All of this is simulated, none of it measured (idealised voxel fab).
You're looking at the process module voxel double patterning.
Section cut is 190 nm wide and gridded with 5 nm square cells.
Format of a cross-section: grid, square cells. Given as bands. Order: top down. Band: one or more rows of cells. Top height, bottom height, nm. Materials left to right, width each, nm. Single material + "everywhere" = fills band edge to edge. "air" = empty. Where do heights start? At 0: under that level the wafer as delivered is made of one material only. And the lowest band has no floor; it just carries on downward, as in "0 nm and below". Note: "30->40" means the width goes from the first number (top row of the band) to the second number (bottom row) in equal steps per row of cells. "no alterations made" after a step means that no cell of the cross-section changed. Closed empty spaces (no open way to the top) of 8 cells or more are what "Closed void list" lists, each as width x height at distance from the left edge, nm for all three. Read whatever lies past the settings on a step's line as the simulator's own remark about the step. On any step carrying a mask, the "overlay nm" setting, if present on the step's line, tells how far right of its planned place the mask lay; negative values point to the left.

-- List of planned process steps
1 RECEIVE [material Si]
2 CONFORMAL_DEP [material SiO2] [thk nm 10]
3 DIRECTIONAL_DEP [material polySi] [thk nm 15]
4 DIRECTIONAL_DEP [material SiN] [thk nm 5]
5 DIRECTIONAL_DEP [material aC] [thk nm 10]
6 PATTERN [tone open] [mask id FIRST] [material resist] [width nm 15] [pitch nm 50] [thk nm 30] [overlay nm 0]
7 DIRECTIONAL_ETCH [etch materials aC] [depth nm 10]
8 STRIP [etch materials resist]
9 DIRECTIONAL_ETCH [etch materials SiN] [depth nm 5]
10 STRIP [etch materials aC]
11 MASKED_ETCH [tone open] [mask id SECOND] [width nm 15] [pitch nm 50] [etch materials SiN] [depth nm 5] [overlay nm 0]
12 DIRECTIONAL_ETCH [etch materials polySi] [depth nm 15]
13 STRIP [etch materials SiN]

-- Below: the first of two wafers, run as planned

-- As received (post step 1): cross-section
    0 nm and below | Si everywhere
    Closed void list: none

-- Sectional view: wafer, after step 2
    10 nm to 0 nm | SiO2 everywhere
    Nothing below the height 0 has changed.

-- Sectional view: wafer, after step 3
    25 nm to 10 nm | polySi everywhere
    Nothing below the height 10 has changed.

-- Sectional view: wafer, after step 4
    30 nm to 25 nm | SiN everywhere
    Nothing below the height 25 has changed.

-- Sectional view: wafer, after step 5
    40 nm to 30 nm | aC everywhere
    Nothing below the height 30 has changed.

-- Sectional view: wafer, after step 6
    70 nm to 40 nm | resist (35) / air (15) / resist (35) / air (15) / resist (35) / air (15) / resist (40)
    Nothing below the height 40 has changed.

-- Sectional view: wafer, after step 7
    60 nm to 40 nm | resist (35) / air (15) / resist (35) / air (15) / resist (35) / air (15) / resist (40)
    40 nm to 30 nm | aC (35) / air (15) / aC (35) / air (15) / aC (35) / air (15) / aC (40)
    Nothing below the height 30 has changed.

-- Sectional view: wafer, after step 8
    40 nm to 30 nm | aC (35) / air (15) / aC (35) / air (15) / aC (35) / air (15) / aC (40)
    Nothing below the height 30 has changed.

-- Sectional view: wafer, after step 9
    40 nm to 30 nm | aC (35) / air (15) / aC (35) / air (15) / aC (35) / air (15) / aC (40)
    30 nm to 25 nm | SiN (35) / air (15) / SiN (35) / air (15) / SiN (35) / air (15) / SiN (40)
    Nothing below the height 25 has changed.

-- Sectional view: wafer, after step 10
    30 nm to 25 nm | SiN (35) / air (15) / SiN (35) / air (15) / SiN (35) / air (15) / SiN (40)
    Nothing below the height 25 has changed.

-- Sectional view: wafer, after step 11
    30 nm to 25 nm | SiN (35) / air (15) / SiN (10) / air (15) / SiN (10) / air (15) / SiN (10) / air (15) / SiN (10) / air (15) / SiN (40)
    Nothing below the height 25 has changed.

-- Sectional view: wafer, after step 12
    30 nm to 25 nm | SiN (35) / air (15) / SiN (10) / air (15) / SiN (10) / air (15) / SiN (10) / air (15) / SiN (10) / air (15) / SiN (40)
    25 nm to 10 nm | polySi (35) / air (15) / polySi (10) / air (15) / polySi (10) / air (15) / polySi (10) / air (15) / polySi (10) / air (15) / polySi (40)
    Nothing below the height 10 has changed.

-- Sectional view: wafer, after step 13
    25 nm to 10 nm | polySi (35) / air (15) / polySi (10) / air (15) / polySi (10) / air (15) / polySi (10) / air (15) / polySi (10) / air (15) / polySi (40)
    Nothing below the height 10 has changed.

-- Second wafer. Start and plan as for the first. One mistake made in running. Agrees with the first up to and including step 2

-- X-section, second wafer, when step 3 was due to finish
    15 nm to 10 nm | polySi everywhere
    Nothing below the height 10 has changed.

-- X-section, second wafer, when step 4 was due to finish
    20 nm to 15 nm | SiN everywhere
    Nothing below the height 15 has changed.

-- X-section, second wafer, when step 5 was due to finish
    30 nm to 20 nm | aC everywhere
    Nothing below the height 20 has changed.

-- X-section, second wafer, when step 6 was due to finish
    60 nm to 30 nm | resist (35) / air (15) / resist (35) / air (15) / resist (35) / air (15) / resist (40)
    Nothing below the height 30 has changed.

-- X-section, second wafer, when step 7 was due to finish
    50 nm to 30 nm | resist (35) / air (15) / resist (35) / air (15) / resist (35) / air (15) / resist (40)
    30 nm to 20 nm | aC (35) / air (15) / aC (35) / air (15) / aC (35) / air (15) / aC (40)
    Nothing below the height 20 has changed.

-- X-section, second wafer, when step 8 was due to finish
    30 nm to 20 nm | aC (35) / air (15) / aC (35) / air (15) / aC (35) / air (15) / aC (40)
    Nothing below the height 20 has changed.

-- X-section, second wafer, when step 9 was due to finish
    30 nm to 20 nm | aC (35) / air (15) / aC (35) / air (15) / aC (35) / air (15) / aC (40)
    20 nm to 15 nm | SiN (35) / air (15) / SiN (35) / air (15) / SiN (35) / air (15) / SiN (40)
    Nothing below the height 15 has changed.

-- X-section, second wafer, when step 10 was due to finish
    20 nm to 15 nm | SiN (35) / air (15) / SiN (35) / air (15) / SiN (35) / air (15) / SiN (40)
    Nothing below the height 15 has changed.

-- X-section, second wafer, when step 11 was due to finish
    20 nm to 15 nm | SiN (35) / air (15) / SiN (10) / air (15) / SiN (10) / air (15) / SiN (10) / air (15) / SiN (10) / air (15) / SiN (40)
    Nothing below the height 15 has changed.

-- X-section, second wafer, when step 12 was due to finish
    20 nm to 15 nm | SiN (35) / air (15) / SiN (10) / air (15) / SiN (10) / air (15) / SiN (10) / air (15) / SiN (10) / air (15) / SiN (40)
    15 nm to 10 nm | polySi (35) / air (15) / polySi (10) / air (15) / polySi (10) / air (15) / polySi (10) / air (15) / polySi (10) / air (15) / polySi (40)
    Nothing below the height 10 has changed.

-- X-section, second wafer, when step 13 was due to finish
    15 nm to 10 nm | polySi (35) / air (15) / polySi (10) / air (15) / polySi (10) / air (15) / polySi (10) / air (15) / polySi (10) / air (15) / polySi (40)
    Nothing below the height 10 has changed.
Deviation from plan: the process deviated at step 3: the operation and settings actually run there were DIRECTIONAL_DEP [material polySi] [thk nm 5]
Final tally in cells, some materials are higher or lower on the second wafer than on the first: -46 polySi
